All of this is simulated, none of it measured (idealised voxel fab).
process module | voxel ribs on slabs
cross-section cut | 290 nm wide | cells 5 nm
A cross-section is a grid of square cells, given in bands from the top down. A band is one or more rows of cells.
Each band's line starts with the height of the band's top and of its bottom, in nm. Then come its materials from left to right, each with its width in nm. One material with "throughout" fills the band from edge to edge. "air" is empty space.
Height 0 is the level under which the wafer as received is all one material. The lowest band goes on downwards, as in "0 down".
A width such as "30 to 40" changes by the same amount from each row of cells to the next, from the band's top row to its bottom row.
"no change" after a step means that no cell of the cross-section changed.
closed voids: empty space of 8 cells or more with no open way to the top, each as width x height at its distance from the left edge, in nm
after a step's settings: what the simulator itself notes on the step
overlay nm, on a step with a mask: how far to the right of its planned place the mask lay; to the left if negative
plan
1 op RECEIVE | material Si
2 op DIRECTIONAL_DEP | material SiO2 | thk nm 15
3 op DIRECTIONAL_DEP | material polySi | thk nm 20
4 op DIRECTIONAL_DEP | material aC | thk nm 15
5 op PATTERN | tone cover | mask id RIB | material resist | width nm 25 | thk nm 35 | overlay nm 0
6 op DIRECTIONAL_ETCH | etch materials aC | depth nm 15
7 op STRIP | etch materials resist
8 op DIRECTIONAL_ETCH | etch materials polySi | depth nm 5
9 op STRIP | etch materials aC
10 op DIRECTIONAL_DEP | material aC | thk nm 15
11 op PATTERN | tone cover | mask id SLAB | material resist | width nm 85 | thk nm 30 | overlay nm 0
12 op DIRECTIONAL_ETCH | etch materials aC | depth nm 15
13 op STRIP | etch materials resist
14 op DIRECTIONAL_ETCH | etch materials polySi | depth nm 15
15 op STRIP | etch materials aC
16 op FILL_DEP | material SiO2 | thk nm 20
17 op CMP | height nm 55
18 op DIRECTIONAL_DEP | material TiN | thk nm 10
19 op PATTERN | tone cover | mask id HEATER | material resist | width nm 35 | thk nm 20 | overlay nm 0
20 op DIRECTIONAL_ETCH | etch materials TiN | depth nm 10
21 op STRIP | etch materials resist
22 op CONFORMAL_DEP | material SiO2 | thk nm 10
varied across the wafers: thk nm of step 2. The plan shows the first wafer's value. All wafers start alike
first wafer as received, after step 1
  0 down: Si throughout
  closed voids: none
first wafer at the end, after step 22
  75 to 65: air 115 | SiO2 55 | air 120
  65 to 55: SiO2 125 | TiN 35 | SiO2 130
  55 to 35: SiO2 throughout
  35 to 30: SiO2 130 | polySi 25 | SiO2 135
  30 to 15: SiO2 100 | polySi 85 | SiO2 105
  15 to 0: SiO2 throughout
  0 down: Si throughout
  closed voids: none
last wafer at the end
  75 to 65: air 115 | SiO2 55 | air 120
  65 to 55: SiO2 125 | TiN 35 | SiO2 130
  55 to 40: SiO2 100 | polySi 85 | SiO2 105
  40 to 0: SiO2 throughout
  0 down: Si throughout
  closed voids: none
each wafer at the end: cells of each material gained (+) or lost (-) since it was received, then its closed voids
thk nm 15 | +706 SiO2 | +14 TiN | +56 polySi | closed voids: none
thk nm 20 | +706 SiO2 | +14 TiN | +56 polySi | closed voids: none
thk nm 25 | +706 SiO2 | +14 TiN | +56 polySi | closed voids: none
thk nm 30 | +706 SiO2 | +14 TiN | +56 polySi | closed voids: none
thk nm 35 | +706 SiO2 | +14 TiN | +56 polySi | closed voids: none
thk nm 40 | +711 SiO2 | +14 TiN | +51 polySi | closed voids: none
